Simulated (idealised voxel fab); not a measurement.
process module | voxel capacitor over wiring
cross-section cut | 270 nm wide | cells 5 nm
A cross-section is a grid of square cells, given in bands from the top down. A band is one or more rows of cells.
Each band's line starts with the height of the band's top and of its bottom, in nm. Then come its materials from left to right, each with its width in nm. One material with "throughout" fills the band from edge to edge. "air" is empty space.
Height 0 is the level under which the wafer as received is all one material. The lowest band goes on downwards, as in "0 down".
A width such as "30 to 40" changes by the same amount from each row of cells to the next, from the band's top row to its bottom row.
"no change" after a step means that no cell of the cross-section changed.
closed voids: empty space of 8 cells or more with no open way to the top, each as width x height at its distance from the left edge, in nm
after a step's settings: what the simulator itself notes on the step
overlay nm, on a step with a mask: how far to the right of its planned place the mask lay; to the left if negative
plan
1 op RECEIVE | material Si
2 op CONFORMAL_DEP | material SiO2 | thk nm 10
3 op CONFORMAL_DEP | material SiN | thk nm 5
4 op DIRECTIONAL_DEP | material SiO2 | thk nm 20
5 op MASKED_ETCH | tone open | mask id METAL_1 | width nm 20 | pitch nm 85 | etch materials SiO2 | depth nm 20 | overlay nm 0
6 op MASKED_ETCH | tone open | mask id METAL_1 | width nm 20 | pitch nm 85 | etch materials SiN | depth nm 5 | overlay nm 0
7 op CONFORMAL_DEP | material TiN | thk nm 5
8 op FILL_DEP | material Cu | thk nm 10
9 op CMP | height nm 35
10 op CONFORMAL_DEP | material SiCN | thk nm 5
11 op DIRECTIONAL_DEP | material lowk | thk nm 20
12 op DIRECTIONAL_DEP | material aC | thk nm 15
13 op PATTERN | tone open | mask id PLUG_1 | material resist | width nm 15 | thk nm 35 | overlay nm 0
14 op DIRECTIONAL_ETCH | etch materials aC | depth nm 15
15 op STRIP | etch materials resist
16 op DIRECTIONAL_ETCH | etch materials lowk | depth nm 20
17 op DIRECTIONAL_ETCH | etch materials SiCN | depth nm 5
18 op STRIP | etch materials aC
19 op CONFORMAL_DEP | material TiN | thk nm 5
20 op FILL_DEP | material Ru | thk nm 5
21 op CMP | height nm 60
22 op DIRECTIONAL_DEP | material TiN | thk nm 10
23 op DIRECTIONAL_DEP | material HfO2 | thk nm 5
24 op DIRECTIONAL_DEP | material TiN | thk nm 5
25 op DIRECTIONAL_DEP | material aC | thk nm 10
26 op PATTERN | tone cover | mask id UPPER_PLATE | material resist | width nm 70 | thk nm 25 | overlay nm 0
27 op DIRECTIONAL_ETCH | etch materials aC | depth nm 10
28 op STRIP | etch materials resist
29 op DIRECTIONAL_ETCH | etch materials TiN | depth nm 5
30 op DIRECTIONAL_ETCH | etch materials HfO2 | depth nm 5
31 op STRIP | etch materials aC
32 op DIRECTIONAL_DEP | material aC | thk nm 15
33 op PATTERN | tone cover | mask id LOWER_PLATE | material resist | width nm 80 | thk nm 30 | overlay nm 0
34 op DIRECTIONAL_ETCH | etch materials aC | depth nm 15
35 op STRIP | etch materials resist
36 op DIRECTIONAL_ETCH | etch materials TiN | depth nm 10
37 op STRIP | etch materials aC
38 op FILL_DEP | material SiO2 | thk nm 20
39 op CMP | height nm 95
40 op PATTERN | tone open | mask id PLUG_2 | material resist | width nm 15 | thk nm 15 | overlay nm 0
41 op DIRECTIONAL_ETCH | etch materials SiO2 | depth nm 15
42 op STRIP | etch materials resist
43 op CONFORMAL_DEP | material TiN | thk nm 5
44 op FILL_DEP | material Cu | thk nm 10
45 op CMP | height nm 95
46 op CONFORMAL_DEP | material SiCN | thk nm 5
first wafer, as planned
as received, after step 1
  0 down: Si throughout
  closed voids: none
after step 2
  10 to 0: SiO2 throughout
  below 0: unchanged
after step 3
  15 to 10: SiN throughout
  below 10: unchanged
after step 4
  35 to 15: SiO2 throughout
  below 15: unchanged
after step 5
  35 to 15: SiO2 80 | air 20 | SiO2 65 | air 20 | SiO2 85
  below 15: unchanged
after step 6
  35 to 15: SiO2 80 | air 20 | SiO2 65 | air 20 | SiO2 85
  15 to 10: SiN 80 | air 20 | SiN 65 | air 20 | SiN 85
  below 10: unchanged
after step 7
  40 to 35: TiN 85 | air 10 | TiN 75 | air 10 | TiN 90
  35 to 15: SiO2 80 | TiN 5 | air 10 | TiN 5 | SiO2 65 | TiN 5 | air 10 | TiN 5 | SiO2 85
  15 to 10: SiN 80 | TiN 20 | SiN 65 | TiN 20 | SiN 85
  below 10: unchanged
after step 8
  50 to 40: Cu throughout
  40 to 35: TiN 85 | Cu 10 | TiN 75 | Cu 10 | TiN 90
  35 to 15: SiO2 80 | TiN 5 | Cu 10 | TiN 5 | SiO2 65 | TiN 5 | Cu 10 | TiN 5 | SiO2 85
  below 15: unchanged
after step 9
  35 to 15: SiO2 80 | TiN 5 | Cu 10 | TiN 5 | SiO2 65 | TiN 5 | Cu 10 | TiN 5 | SiO2 85
  below 15: unchanged
after step 10
  40 to 35: SiCN throughout
  below 35: unchanged
after step 11
  60 to 40: lowk throughout
  below 40: unchanged
after step 12
  75 to 60: aC throughout
  below 60: unchanged
after step 13
  110 to 75: resist 85 | air 15 | resist 170
  below 75: unchanged
after step 14
  95 to 75: resist 85 | air 15 | resist 170
  75 to 60: aC 85 | air 15 | aC 170
  below 60: unchanged
after step 15
  75 to 60: aC 85 | air 15 | aC 170
  below 60: unchanged
after step 16
  75 to 60: aC 85 | air 15 | aC 170
  60 to 40: lowk 85 | air 15 | lowk 170
  below 40: unchanged
after step 17
  75 to 60: aC 85 | air 15 | aC 170
  60 to 40: lowk 85 | air 15 | lowk 170
  40 to 35: SiCN 85 | air 15 | SiCN 170
  below 35: unchanged
after step 18
  60 to 40: lowk 85 | air 15 | lowk 170
  below 40: unchanged
after step 19
  65 to 60: TiN 90 | air 5 | TiN 175
  60 to 40: lowk 85 | TiN 5 | air 5 | TiN 5 | lowk 170
  40 to 35: SiCN 85 | TiN 15 | SiCN 170
  below 35: unchanged
after step 20
  70 to 65: Ru throughout
  65 to 60: TiN 90 | Ru 5 | TiN 175
  60 to 40: lowk 85 | TiN 5 | Ru 5 | TiN 5 | lowk 170
  below 40: unchanged
after step 21
  60 to 40: lowk 85 | TiN 5 | Ru 5 | TiN 5 | lowk 170
  below 40: unchanged
after step 22
  70 to 60: TiN throughout
  below 60: unchanged
after step 23
  75 to 70: HfO2 throughout
  below 70: unchanged
after step 24
  80 to 75: TiN throughout
  below 75: unchanged
after step 25
  90 to 80: aC throughout
  below 80: unchanged
after step 26
  115 to 90: air 85 | resist 70 | air 115
  below 90: unchanged
after step 27
  105 to 90: air 85 | resist 70 | air 115
  90 to 80: air 85 | aC 70 | air 115
  below 80: unchanged
after step 28
  90 to 80: air 85 | aC 70 | air 115
  below 80: unchanged
after step 29
  90 to 80: air 85 | aC 70 | air 115
  80 to 75: air 85 | TiN 70 | air 115
  below 75: unchanged
after step 30
  90 to 80: air 85 | aC 70 | air 115
  80 to 75: air 85 | TiN 70 | air 115
  75 to 70: air 85 | HfO2 70 | air 115
  below 70: unchanged
after step 31
  80 to 75: air 85 | TiN 70 | air 115
  below 75: unchanged
after step 32
  95 to 85: air 85 | aC 70 | air 115
  85 to 80: aC throughout
  80 to 75: aC 85 | TiN 70 | aC 115
  75 to 70: aC 85 | HfO2 70 | aC 115
  below 70: unchanged
after step 33
  125 to 95: air 80 | resist 80 | air 110
  95 to 85: air 80 | resist 5 | aC 70 | resist 5 | air 110
  below 85: unchanged
after step 34
  110 to 95: air 80 | resist 80 | air 110
  95 to 85: air 80 | resist 5 | aC 70 | resist 5 | air 110
  85 to 80: air 80 | aC 80 | air 110
  80 to 75: air 80 | aC 5 | TiN 70 | aC 5 | air 110
  75 to 70: air 80 | aC 5 | HfO2 70 | aC 5 | air 110
  below 70: unchanged
after step 35
  95 to 85: air 85 | aC 70 | air 115
  below 85: unchanged
after step 36
  95 to 85: air 85 | aC 70 | air 115
  85 to 80: air 80 | aC 80 | air 110
  80 to 75: air 80 | aC 5 | TiN 70 | aC 5 | air 110
  75 to 70: air 80 | aC 5 | HfO2 70 | aC 5 | air 110
  70 to 60: air 80 | TiN 80 | air 110
  below 60: unchanged
after step 37
  80 to 75: air 85 | TiN 70 | air 115
  75 to 70: air 85 | HfO2 70 | air 115
  below 70: unchanged
after step 38
  100 to 80: SiO2 throughout
  80 to 75: SiO2 85 | TiN 70 | SiO2 115
  75 to 70: SiO2 85 | HfO2 70 | SiO2 115
  70 to 60: SiO2 80 | TiN 80 | SiO2 110
  below 60: unchanged
after step 39
  95 to 80: SiO2 throughout
  below 80: unchanged
after step 40
  110 to 95: resist 95 | air 15 | resist 160
  below 95: unchanged
after step 41
  110 to 95: resist 95 | air 15 | resist 160
  95 to 80: SiO2 95 | air 15 | SiO2 160
  below 80: unchanged
after step 42
  95 to 80: SiO2 95 | air 15 | SiO2 160
  below 80: unchanged
after step 43
  100 to 95: TiN 100 | air 5 | TiN 165
  95 to 85: SiO2 95 | TiN 5 | air 5 | TiN 5 | SiO2 160
  85 to 75: SiO2 95 to 85 | TiN 15 to 70 | SiO2 160 to 115
  below 75: unchanged
after step 44
  110 to 100: Cu throughout
  100 to 95: TiN 100 | Cu 5 | TiN 165
  95 to 85: SiO2 95 | TiN 5 | Cu 5 | TiN 5 | SiO2 160
  below 85: unchanged
after step 45
  95 to 85: SiO2 95 | TiN 5 | Cu 5 | TiN 5 | SiO2 160
  below 85: unchanged
after step 46
  100 to 95: SiCN throughout
  below 95: unchanged
second wafer: like start, like plan, one mistake. Through step 22 it matches the first wafer
when step 23 should have ended
  85 to 70: HfO2 throughout
  below 70: unchanged
when step 24 should have ended
  90 to 85: TiN throughout
  below 85: unchanged
when step 25 should have ended
  100 to 90: aC throughout
  below 90: unchanged
when step 26 should have ended
  125 to 100: air 85 | resist 70 | air 115
  below 100: unchanged
when step 27 should have ended
  115 to 100: air 85 | resist 70 | air 115
  100 to 90: air 85 | aC 70 | air 115
  below 90: unchanged
when step 28 should have ended
  100 to 90: air 85 | aC 70 | air 115
  below 90: unchanged
when step 29 should have ended
  100 to 90: air 85 | aC 70 | air 115
  90 to 85: air 85 | TiN 70 | air 115
  below 85: unchanged
when step 30 should have ended
  100 to 90: air 85 | aC 70 | air 115
  90 to 85: air 85 | TiN 70 | air 115
  85 to 80: air 85 | HfO2 70 | air 115
  below 80: unchanged
when step 31 should have ended
  90 to 85: air 85 | TiN 70 | air 115
  below 85: unchanged
when step 32 should have ended
  105 to 95: air 85 | aC 70 | air 115
  95 to 90: aC throughout
  90 to 85: aC 85 | TiN 70 | aC 115
  85 to 80: aC 85 | HfO2 70 | aC 115
  below 80: unchanged
when step 33 should have ended
  135 to 105: air 80 | resist 80 | air 110
  105 to 95: air 80 | resist 5 | aC 70 | resist 5 | air 110
  below 95: unchanged
when step 34 should have ended
  120 to 105: air 80 | resist 80 | air 110
  105 to 95: air 80 | resist 5 | aC 70 | resist 5 | air 110
  95 to 90: air 80 | aC 80 | air 110
  90 to 85: air 80 | aC 5 | TiN 70 | aC 5 | air 110
  85 to 80: air 80 | aC 5 | HfO2 70 | aC 5 | air 110
  below 80: unchanged
when step 35 should have ended
  105 to 95: air 85 | aC 70 | air 115
  below 95: unchanged
when step 36 should have ended: no change
when step 37 should have ended
  90 to 85: air 85 | TiN 70 | air 115
  85 to 80: air 85 | HfO2 70 | air 115
  below 80: unchanged
when step 38 should have ended
  110 to 90: SiO2 throughout
  90 to 85: SiO2 85 | TiN 70 | SiO2 115
  85 to 80: SiO2 85 | HfO2 70 | SiO2 115
  below 80: unchanged
when step 39 should have ended
  95 to 90: SiO2 throughout
  below 90: unchanged
when step 40 should have ended
  110 to 95: resist 95 | air 15 | resist 160
  below 95: unchanged
when step 41 should have ended
  110 to 95: resist 95 | air 15 | resist 160
  95 to 90: SiO2 95 | air 15 | SiO2 160
  below 90: unchanged
when step 42 should have ended
  95 to 90: SiO2 95 | air 15 | SiO2 160
  below 90: unchanged
when step 43 should have ended
  100 to 95: TiN 100 | air 5 | TiN 165
  95 to 85: SiO2 95 to 85 | TiN 15 to 70 | SiO2 160 to 115
  below 85: unchanged
when step 44 should have ended
  110 to 100: Cu throughout
  100 to 95: TiN 100 | Cu 5 | TiN 165
  below 95: unchanged
when step 45 should have ended
  95 to 85: SiO2 95 to 85 | TiN 15 to 70 | SiO2 160 to 115
  below 85: unchanged
when step 46 should have ended
  100 to 95: SiCN throughout
  below 95: unchanged
what went wrong: step 23 ran as: op DIRECTIONAL_DEP | material HfO2 | thk nm 15
at the end the second wafer has, in cells: 2 fewer of Cu | 108 more of HfO2 | 178 fewer of SiO2 | 72 more of TiN
